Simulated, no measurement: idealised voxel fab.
Documented hereafter: the process module known as voxel wiring stack.
The width of the displayed cross-section, cut, is 205 nm; its cells are square, with a size of 5 nm.
Cross-section layout: square cells on a grid; listed as bands, top to bottom; a band spans one or more cell rows.
Each band's line starts with the height of the band's top and of its bottom, in nm. Then come its materials from left to right, each with its width in nm. One material with "full width" fills the band from edge to edge. "blank" is empty space.
Heights are reckoned from 0. Under this level, the received wafer is all of one material. The bottommost band is open-ended downward, for example "from 0 down".
Think of "30 to 40" as a width that walks from the first number to the second as you go down the band, top row to bottom row, taking equal-sized steps from row to row.
The designation "changes: none", where it is given for a processing step, indicates that no cell of the cross-section was altered in the course of that step.
Heads up: "Completely enclosed voids" only lists the empty pockets with no open path to the top that are 8 cells or more, and it writes them as width x height at distance, distance from the left edge, in nm.
Past the settings on a step's line: simulator remark, on that step.
"overlay nm" denotes, for a step that has a mask, the displacement of the mask to the right of its planned place, with negative values corresponding to the left.
**This section lists the process steps that were planned**
1. op RECEIVE | material Si
2. op CONFORMAL_DEP | material SiO2 | thk nm 15
3. op DIRECTIONAL_DEP | material TiN | thk nm 5
4. op DIRECTIONAL_DEP | material W | thk nm 20
5. op PATTERN | tone cover | mask id METAL_1 | material resist | width nm 30 | pitch nm 45 | thk nm 15 | overlay nm 0
6. op DIRECTIONAL_ETCH | etch materials W | depth nm 20
7. op DIRECTIONAL_ETCH | etch materials TiN | depth nm 5
8. op STRIP | etch materials resist
9. op FILL_DEP | material lowk | thk nm 10
10. op CMP | height nm 40
11. op CONFORMAL_DEP | material SiCN | thk nm 5
12. op DIRECTIONAL_DEP | material lowk | thk nm 15
13. op DIRECTIONAL_DEP | material aC | thk nm 15
14. op PATTERN | tone open | mask id PLUG_1 | material resist | width nm 15 | pitch nm 45 | thk nm 30 | overlay nm 0
15. op DIRECTIONAL_ETCH | etch materials aC | depth nm 15
16. op STRIP | etch materials resist
17. op DIRECTIONAL_ETCH | etch materials lowk | depth nm 15
18. op DIRECTIONAL_ETCH | etch materials SiCN | depth nm 5
19. op STRIP | etch materials aC
20. op EPI | material Ru | thk nm 10
21. op EPI | material Ru | thk nm 10
22. op DIRECTIONAL_DEP | material TiN | thk nm 5
23. op DIRECTIONAL_DEP | material Ru | thk nm 25
24. op PATTERN | tone cover | mask id METAL_2 | material resist | width nm 30 | pitch nm 45 | thk nm 15 | overlay nm 0
25. op DIRECTIONAL_ETCH | etch materials Ru | depth nm 25
26. op DIRECTIONAL_ETCH | etch materials TiN | depth nm 5
27. op STRIP | etch materials resist
28. op FILL_DEP | material SiO2 | thk nm 10
29. op CMP | height nm 90
30. op CONFORMAL_DEP | material SiCN | thk nm 5
31. op DIRECTIONAL_DEP | material SiO2 | thk nm 15
32. op DIRECTIONAL_DEP | material aC | thk nm 15
33. op PATTERN | tone open | mask id PLUG_2 | material resist | width nm 15 | pitch nm 90 | thk nm 35 | overlay nm 0
34. op DIRECTIONAL_ETCH | etch materials aC | depth nm 15
35. op STRIP | etch materials resist
36. op DIRECTIONAL_ETCH | etch materials SiO2 | depth nm 15
37. op DIRECTIONAL_ETCH | etch materials SiCN | depth nm 5
38. op STRIP | etch materials aC
39. op CONFORMAL_DEP | material TiN | thk nm 5
40. op FILL_DEP | material Ru | thk nm 5
41. op CMP | height nm 110
42. op DIRECTIONAL_DEP | material TiN | thk nm 5
43. op DIRECTIONAL_DEP | material Ru | thk nm 15
44. op MASKED_ETCH | tone cover | mask id METAL_3 | width nm 30 | pitch nm 45 | etch materials Ru | depth nm 15 | overlay nm 0
45. op MASKED_ETCH | tone cover | mask id METAL_3 | width nm 30 | pitch nm 45 | etch materials TiN | depth nm 5 | overlay nm 0
46. op CONFORMAL_DEP | material SiCN | thk nm 5
47. op FILL_DEP | material SiO2 | thk nm 5
48. op CMP | height nm 130
49. op CONFORMAL_DEP | material SiN | thk nm 5
**Wafer, first of two, run as planned**
**Delivered wafer in cross-section: state after step 1**
* from 0 down  Si full width
* Completely enclosed voids: none
**The wafer in cross-section once step 2 is complete**
* from 15 to 0  SiO2 full width
* Nothing below the height 0 has changed.
**The wafer in cross-section once step 3 is complete**
* from 20 to 15  TiN full width
* Nothing below the height 15 has changed.
**The wafer in cross-section once step 4 is complete**
* from 40 to 20  W full width
* Nothing below the height 20 has changed.
**The wafer in cross-section once step 5 is complete**
* from 55 to 40  blank=20 | resist=30 | blank=15 | resist=30 | blank=15 | resist=30 | blank=15 | resist=30 | blank=20
* Nothing below the height 40 has changed.
**The wafer in cross-section once step 6 is complete**
* from 55 to 40  blank=20 | resist=30 | blank=15 | resist=30 | blank=15 | resist=30 | blank=15 | resist=30 | blank=20
* from 40 to 20  blank=20 | W=30 | blank=15 | W=30 | blank=15 | W=30 | blank=15 | W=30 | blank=20
* Nothing below the height 20 has changed.
**The wafer in cross-section once step 7 is complete**
* from 55 to 40  blank=20 | resist=30 | blank=15 | resist=30 | blank=15 | resist=30 | blank=15 | resist=30 | blank=20
* from 40 to 20  blank=20 | W=30 | blank=15 | W=30 | blank=15 | W=30 | blank=15 | W=30 | blank=20
* from 20 to 15  blank=20 | TiN=30 | blank=15 | TiN=30 | blank=15 | TiN=30 | blank=15 | TiN=30 | blank=20
* Nothing below the height 15 has changed.
**The wafer in cross-section once step 8 is complete**
* from 40 to 20  blank=20 | W=30 | blank=15 | W=30 | blank=15 | W=30 | blank=15 | W=30 | blank=20
* Nothing below the height 20 has changed.
**The wafer in cross-section once step 9 is complete**
* from 50 to 40  lowk full width
* from 40 to 20  lowk=20 | W=30 | lowk=15 | W=30 | lowk=15 | W=30 | lowk=15 | W=30 | lowk=20
* from 20 to 15  lowk=20 | TiN=30 | lowk=15 | TiN=30 | lowk=15 | TiN=30 | lowk=15 | TiN=30 | lowk=20
* Nothing below the height 15 has changed.
**The wafer in cross-section once step 10 is complete**
* from 40 to 20  lowk=20 | W=30 | lowk=15 | W=30 | lowk=15 | W=30 | lowk=15 | W=30 | lowk=20
* Nothing below the height 20 has changed.
**The wafer in cross-section once step 11 is complete**
* from 45 to 40  SiCN full width
* Nothing below the height 40 has changed.
**The wafer in cross-section once step 12 is complete**
* from 60 to 45  lowk full width
* Nothing below the height 45 has changed.
**The wafer in cross-section once step 13 is complete**
* from 75 to 60  aC full width
* Nothing below the height 60 has changed.
**The wafer in cross-section once step 14 is complete**
* from 105 to 75  resist=20 | blank=15 | resist=30 | blank=15 | resist=30 | blank=15 | resist=30 | blank=15 | resist=35
* Nothing below the height 75 has changed.
**The wafer in cross-section once step 15 is complete**
* from 90 to 75  resist=20 | blank=15 | resist=30 | blank=15 | resist=30 | blank=15 | resist=30 | blank=15 | resist=35
* from 75 to 60  aC=20 | blank=15 | aC=30 | blank=15 | aC=30 | blank=15 | aC=30 | blank=15 | aC=35
* Nothing below the height 60 has changed.
**The wafer in cross-section once step 16 is complete**
* from 75 to 60  aC=20 | blank=15 | aC=30 | blank=15 | aC=30 | blank=15 | aC=30 | blank=15 | aC=35
* Nothing below the height 60 has changed.
**The wafer in cross-section once step 17 is complete**
* from 75 to 60  aC=20 | blank=15 | aC=30 | blank=15 | aC=30 | blank=15 | aC=30 | blank=15 | aC=35
* from 60 to 45  lowk=20 | blank=15 | lowk=30 | blank=15 | lowk=30 | blank=15 | lowk=30 | blank=15 | lowk=35
* Nothing below the height 45 has changed.
**The wafer in cross-section once step 18 is complete**
* from 75 to 60  aC=20 | blank=15 | aC=30 | blank=15 | aC=30 | blank=15 | aC=30 | blank=15 | aC=35
* from 60 to 45  lowk=20 | blank=15 | lowk=30 | blank=15 | lowk=30 | blank=15 | lowk=30 | blank=15 | lowk=35
* from 45 to 40  SiCN=20 | blank=15 | SiCN=30 | blank=15 | SiCN=30 | blank=15 | SiCN=30 | blank=15 | SiCN=35
* Nothing below the height 40 has changed.
**The wafer in cross-section once step 19 is complete**
* from 60 to 45  lowk=20 | blank=15 | lowk=30 | blank=15 | lowk=30 | blank=15 | lowk=30 | blank=15 | lowk=35
* Nothing below the height 45 has changed.
**The wafer in cross-section once step 20 is complete**
* from 60 to 50  lowk=20 | blank=15 | lowk=30 | blank=15 | lowk=30 | blank=15 | lowk=30 | blank=15 | lowk=35
* from 50 to 45  lowk=20 | Ru=15 | lowk=30 | Ru=15 | lowk=30 | Ru=15 | lowk=30 | Ru=15 | lowk=35
* from 45 to 40  SiCN=20 | Ru=15 | SiCN=30 | Ru=15 | SiCN=30 | Ru=15 | SiCN=30 | Ru=15 | SiCN=35
* Nothing below the height 40 has changed.
**The wafer in cross-section once step 21 is complete**
* from 60 to 45  lowk=20 | Ru=15 | lowk=30 | Ru=15 | lowk=30 | Ru=15 | lowk=30 | Ru=15 | lowk=35
* Nothing below the height 45 has changed.
**The wafer in cross-section once step 22 is complete**
* from 65 to 60  TiN full width
* Nothing below the height 60 has changed.
**The wafer in cross-section once step 23 is complete**
* from 90 to 65  Ru full width
* Nothing below the height 65 has changed.
**The wafer in cross-section once step 24 is complete**
* from 105 to 90  blank=20 | resist=30 | blank=15 | resist=30 | blank=15 | resist=30 | blank=15 | resist=30 | blank=20
* Nothing below the height 90 has changed.
**The wafer in cross-section once step 25 is complete**
* from 105 to 90  blank=20 | resist=30 | blank=15 | resist=30 | blank=15 | resist=30 | blank=15 | resist=30 | blank=20
* from 90 to 65  blank=20 | Ru=30 | blank=15 | Ru=30 | blank=15 | Ru=30 | blank=15 | Ru=30 | blank=20
* Nothing below the height 65 has changed.
**The wafer in cross-section once step 26 is complete**
* from 105 to 90  blank=20 | resist=30 | blank=15 | resist=30 | blank=15 | resist=30 | blank=15 | resist=30 | blank=20
* from 90 to 65  blank=20 | Ru=30 | blank=15 | Ru=30 | blank=15 | Ru=30 | blank=15 | Ru=30 | blank=20
* from 65 to 60  blank=20 | TiN=30 | blank=15 | TiN=30 | blank=15 | TiN=30 | blank=15 | TiN=30 | blank=20
* Nothing below the height 60 has changed.
**The wafer in cross-section once step 27 is complete**
* from 90 to 65  blank=20 | Ru=30 | blank=15 | Ru=30 | blank=15 | Ru=30 | blank=15 | Ru=30 | blank=20
* Nothing below the height 65 has changed.
**The wafer in cross-section once step 28 is complete**
* from 100 to 90  SiO2 full width
* from 90 to 65  SiO2=20 | Ru=30 | SiO2=15 | Ru=30 | SiO2=15 | Ru=30 | SiO2=15 | Ru=30 | SiO2=20
* from 65 to 60  SiO2=20 | TiN=30 | SiO2=15 | TiN=30 | SiO2=15 | TiN=30 | SiO2=15 | TiN=30 | SiO2=20
* Nothing below the height 60 has changed.
**The wafer in cross-section once step 29 is complete**
* from 90 to 65  SiO2=20 | Ru=30 | SiO2=15 | Ru=30 | SiO2=15 | Ru=30 | SiO2=15 | Ru=30 | SiO2=20
* Nothing below the height 65 has changed.
**The wafer in cross-section once step 30 is complete**
* from 95 to 90  SiCN full width
* Nothing below the height 90 has changed.
**The wafer in cross-section once step 31 is complete**
* from 110 to 95  SiO2 full width
* Nothing below the height 95 has changed.
**The wafer in cross-section once step 32 is complete**
* from 125 to 110  aC full width
* Nothing below the height 110 has changed.
**The wafer in cross-section once step 33 is complete**
* from 160 to 125  resist=20 | blank=15 | resist=75 | blank=15 | resist=80
* Nothing below the height 125 has changed.
**The wafer in cross-section once step 34 is complete**
* from 145 to 125  resist=20 | blank=15 | resist=75 | blank=15 | resist=80
* from 125 to 110  aC=20 | blank=15 | aC=75 | blank=15 | aC=80
* Nothing below the height 110 has changed.
**The wafer in cross-section once step 35 is complete**
* from 125 to 110  aC=20 | blank=15 | aC=75 | blank=15 | aC=80
* Nothing below the height 110 has changed.
**The wafer in cross-section once step 36 is complete**
* from 125 to 110  aC=20 | blank=15 | aC=75 | blank=15 | aC=80
* from 110 to 95  SiO2=20 | blank=15 | SiO2=75 | blank=15 | SiO2=80
* Nothing below the height 95 has changed.
**The wafer in cross-section once step 37 is complete**
* from 125 to 110  aC=20 | blank=15 | aC=75 | blank=15 | aC=80
* from 110 to 95  SiO2=20 | blank=15 | SiO2=75 | blank=15 | SiO2=80
* from 95 to 90  SiCN=20 | blank=15 | SiCN=75 | blank=15 | SiCN=80
* Nothing below the height 90 has changed.
**The wafer in cross-section once step 38 is complete**
* from 110 to 95  SiO2=20 | blank=15 | SiO2=75 | blank=15 | SiO2=80
* Nothing below the height 95 has changed.
**The wafer in cross-section once step 39 is complete**
* from 115 to 110  TiN=25 | blank=5 | TiN=85 | blank=5 | TiN=85
* from 110 to 95  SiO2=20 | TiN=5 | blank=5 | TiN=5 | SiO2=75 | TiN=5 | blank=5 | TiN=5 | SiO2=80
* from 95 to 90  SiCN=20 | TiN=15 | SiCN=75 | TiN=15 | SiCN=80
* Nothing below the height 90 has changed.
**The wafer in cross-section once step 40 is complete**
* from 120 to 115  Ru full width
* from 115 to 110  TiN=25 | Ru=5 | TiN=85 | Ru=5 | TiN=85
* from 110 to 95  SiO2=20 | TiN=5 | Ru=5 | TiN=5 | SiO2=75 | TiN=5 | Ru=5 | TiN=5 | SiO2=80
* Nothing below the height 95 has changed.
**The wafer in cross-section once step 41 is complete**
* from 110 to 95  SiO2=20 | TiN=5 | Ru=5 | TiN=5 | SiO2=75 | TiN=5 | Ru=5 | TiN=5 | SiO2=80
* Nothing below the height 95 has changed.
**The wafer in cross-section once step 42 is complete**
* from 115 to 110  TiN full width
* Nothing below the height 110 has changed.
**The wafer in cross-section once step 43 is complete**
* from 130 to 115  Ru full width
* Nothing below the height 115 has changed.
**The wafer in cross-section once step 44 is complete**
* from 130 to 115  blank=20 | Ru=30 | blank=15 | Ru=30 | blank=15 | Ru=30 | blank=15 | Ru=30 | blank=20
* Nothing below the height 115 has changed.
**The wafer in cross-section once step 45 is complete**
* from 130 to 115  blank=20 | Ru=30 | blank=15 | Ru=30 | blank=15 | Ru=30 | blank=15 | Ru=30 | blank=20
* from 115 to 110  blank=20 | TiN=30 | blank=15 | TiN=30 | blank=15 | TiN=30 | blank=15 | TiN=30 | blank=20
* Nothing below the height 110 has changed.
**The wafer in cross-section once step 46 is complete**
* from 135 to 130  blank=15 | SiCN=40 | blank=5 | SiCN=40 | blank=5 | SiCN=40 | blank=5 | SiCN=40 | blank=15
* from 130 to 115  blank=15 | SiCN=5 | Ru=30 | SiCN=5 | blank=5 | SiCN=5 | Ru=30 | SiCN=5 | blank=5 | SiCN=5 | Ru=30 | SiCN=5 | blank=5 | SiCN=5 | Ru=30 | SiCN=5 | blank=15
* from 115 to 110  SiCN=20 | TiN=30 | SiCN=15 | TiN=30 | SiCN=15 | TiN=30 | SiCN=15 | TiN=30 | SiCN=20
* Nothing below the height 110 has changed.
**The wafer in cross-section once step 47 is complete**
* from 140 to 135  SiO2 full width
* from 135 to 130  SiO2=15 | SiCN=40 | SiO2=5 | SiCN=40 | SiO2=5 | SiCN=40 | SiO2=5 | SiCN=40 | SiO2=15
* from 130 to 115  SiO2=15 | SiCN=5 | Ru=30 | SiCN=5 | SiO2=5 | SiCN=5 | Ru=30 | SiCN=5 | SiO2=5 | SiCN=5 | Ru=30 | SiCN=5 | SiO2=5 | SiCN=5 | Ru=30 | SiCN=5 | SiO2=15
* Nothing below the height 115 has changed.
**The wafer in cross-section once step 48 is complete**
* from 130 to 115  SiO2=15 | SiCN=5 | Ru=30 | SiCN=5 | SiO2=5 | SiCN=5 | Ru=30 | SiCN=5 | SiO2=5 | SiCN=5 | Ru=30 | SiCN=5 | SiO2=5 | SiCN=5 | Ru=30 | SiCN=5 | SiO2=15
* Nothing below the height 115 has changed.
**The wafer in cross-section once step 49 is complete**
* from 135 to 130  SiN full width
* Nothing below the height 130 has changed.
**Now the other wafer: same start, same recipe, but we messed up one thing when running it. Up to and including step 43 it's the same as the first one**
**Cross-sectional view of the second wafer at the intended end time of process step 44**
* from 130 to 115  Ru=20 | blank=30 | Ru=15 | blank=30 | Ru=15 | blank=30 | Ru=15 | blank=30 | Ru=20
* Nothing below the height 115 has changed.
Cross-sectional view of the second wafer at the intended end time of process step 45: changes: none
**Cross-sectional view of the second wafer at the intended end time of process step 46**
* from 135 to 130  SiCN=25 | blank=20 | SiCN=25 | blank=20 | SiCN=25 | blank=20 | SiCN=25 | blank=20 | SiCN=25
* from 130 to 120  Ru=20 | SiCN=5 | blank=20 | SiCN=5 | Ru=15 | SiCN=5 | blank=20 | SiCN=5 | Ru=15 | SiCN=5 | blank=20 | SiCN=5 | Ru=15 | SiCN=5 | blank=20 | SiCN=5 | Ru=20
* from 120 to 115  Ru=20 | SiCN=30 | Ru=15 | SiCN=30 | Ru=15 | SiCN=30 | Ru=15 | SiCN=30 | Ru=20
* Nothing below the height 115 has changed.
**Cross-sectional view of the second wafer at the intended end time of process step 47**
* from 140 to 135  SiO2 full width
* from 135 to 130  SiCN=25 | SiO2=20 | SiCN=25 | SiO2=20 | SiCN=25 | SiO2=20 | SiCN=25 | SiO2=20 | SiCN=25
* from 130 to 120  Ru=20 | SiCN=5 | SiO2=20 | SiCN=5 | Ru=15 | SiCN=5 | SiO2=20 | SiCN=5 | Ru=15 | SiCN=5 | SiO2=20 | SiCN=5 | Ru=15 | SiCN=5 | SiO2=20 | SiCN=5 | Ru=20
* Nothing below the height 120 has changed.
**Cross-sectional view of the second wafer at the intended end time of process step 48**
* from 130 to 120  Ru=20 | SiCN=5 | SiO2=20 | SiCN=5 | Ru=15 | SiCN=5 | SiO2=20 | SiCN=5 | Ru=15 | SiCN=5 | SiO2=20 | SiCN=5 | Ru=15 | SiCN=5 | SiO2=20 | SiCN=5 | Ru=20
* Nothing below the height 120 has changed.
**Cross-sectional view of the second wafer at the intended end time of process step 49**
* from 135 to 130  SiN full width
* Nothing below the height 130 has changed.
Plan not followed: step 44 off recipe, ran as op MASKED_ETCH | tone open | mask id METAL_3 | width nm 30 | pitch nm 45 | etch materials Ru | depth nm 15 | overlay nm 0
It is noted that, at the conclusion of processing, the second wafer exhibits a higher or lower cell count for certain materials relative to the first: 21 fewer of Ru, 1 fewer of SiCN, 5 more of SiO2, 17 more of TiN
